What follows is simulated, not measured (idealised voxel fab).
Process module heading - voxel released beams
Cross-sectional view cut (width: 170 nm; square cell size: 5 nm).
Cross-section format: a grid of square cells, given as bands from top to bottom; each band is one or more rows of cells.
It is stipulated that each band's entry specify, in nanometres, the height of the top of the band and then that of its bottom, followed by the materials of the band in left-to-right sequence, each together with its width in nanometres. A single material marked by the word "full width" is understood to fill the band from edge to edge; the word "blank" is understood to denote empty space.
We count height from 0. Below that, the starting wafer is all one material. The lowest band never ends at the bottom but goes on down; see "0 -> down" for how that is written.
The width entry "30..40" should be interpreted row by row: the top row of cells in the band takes the first number, the bottom row takes the second number, and the change between adjacent rows is uniform throughout.
Where a step carries "left unchanged", the cross-section came out of it unchanged, cell for cell.
So "Closed void listing" is basically the list of trapped voids: any empty space of 8 cells or more that can't reach the top through an opening. They're written width x height at distance, the distance being from the left edge, and it's all nm.
Post-settings text on a step line: simulator's own remark regarding the step.
For masked steps, "overlay nm" on the step line gives how far right of plan the mask actually lay; a minus sign means it lay to the left.
List of planned process steps:
- 1: op RECEIVE | material Si
- 2: op CONFORMAL_DEP | material SiN | thk nm 10
- 3: op DIRECTIONAL_DEP | material SiO2 | thk nm 10
- 4: op MASKED_ETCH | tone open | mask id ANCHOR | width nm 45 | etch materials SiO2 | depth nm 10 | overlay nm 0
- 5: op CONFORMAL_DEP | material W | thk nm 15
- 6: op MASKED_ETCH | tone cover | mask id BEAM | width nm 105 | etch materials W | depth nm 15 | overlay nm 0
- 7: op STRIP | etch materials SiO2
This is the cross-section of the wafer as we received it, i.e. after step 1:
- 0 -> down | Si full width
- Closed void listing: none
Cross-section at module end, one run error; start and plan unchanged from above:
- 25 -> 10 | blank 30  W 105  blank 35
- 10 -> 0 | SiN full width
- 0 -> down | Si full width
- Closed void listing: none
Nonconformance to the process plan: plan step 3 was not performed, having been skipped
